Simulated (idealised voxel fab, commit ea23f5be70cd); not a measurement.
process module | voxel self aligned contacts
cross-section cut | 230 nm wide | cells 5 nm
A cross-section is a grid of square cells, given in bands from the top down. A band is one or more rows of cells.
Each band's line starts with the height of the band's top and of its bottom, in nm. Then come its materials from left to right, each with its width in nm. One material with "throughout" fills the band from edge to edge. "air" is empty space.
Height 0 is the level under which the wafer as received is all one material. The lowest band goes on downwards, as in "0 down".
A width such as "30 to 40" changes by the same amount from each row of cells to the next, from the band's top row to its bottom row.
"no change" after a step means that no cell of the cross-section changed.
closed voids: empty space of 8 cells or more with no open way to the top, each as width x height at its distance from the left edge, in nm
after a step's settings: what the simulator itself notes on the step
overlay nm, on a step with a mask: how far to the right of its planned place the mask lay; to the left if negative
plan
1 op RECEIVE | material Si
2 op OXIDIZE | depth nm 5
3 op DIRECTIONAL_DEP | material polySi | thk nm 30
4 op DIRECTIONAL_DEP | material SiN | thk nm 20
5 op PATTERN | tone cover | mask id GATE | material resist | width nm 35 | pitch nm 70 | thk nm 20 | overlay nm 0
6 op DIRECTIONAL_ETCH | etch materials SiN | depth nm 20
7 op DIRECTIONAL_ETCH | etch materials polySi | depth nm 30
8 op STRIP | etch materials resist
9 op CONFORMAL_DEP | material SiN | thk nm 5
10 op DIRECTIONAL_ETCH | etch materials SiN | depth nm 5
11 op FILL_DEP | material SiO2 | thk nm 20
12 op CMP | height nm 60
13 op MASKED_ETCH | tone open | mask id CONTACT | width nm 55 | etch materials SiO2 | depth nm 65 | overlay nm 0
14 op CONFORMAL_DEP | material TiN | thk nm 5
15 op FILL_DEP | material W | thk nm 5
16 op CMP | height nm 60
17 op CONFORMAL_DEP | material SiN | thk nm 5
as received, after step 1
  0 down: Si throughout
  closed voids: none
a wafer at the end: this start, this plan, one mistake
  65 to 60: SiN throughout
  60 to 50: SiO2 75 | TiN 5 to 30 | W 45 to 15 | TiN 5 to 10 | SiO2 100
  50 to 30: SiO2 55 | SiN 45 | TiN 5 | W 15 | TiN 5 | SiN 45 | SiO2 60
  30 to 0: SiO2 55 | SiN 5 | polySi 35 | SiN 5 | TiN 5 | W 15 | TiN 5 | SiN 5 | polySi 35 | SiN 5 | SiO2 60
  0 to -5: SiO2 100 | TiN 25 | SiO2 105
  -5 down: Si throughout
  closed voids: none
what went wrong: step 13 ran as: op MASKED_ETCH | tone open | mask id CONTACT | width nm 55 | etch materials SiO2 | depth nm 65 | overlay nm -10
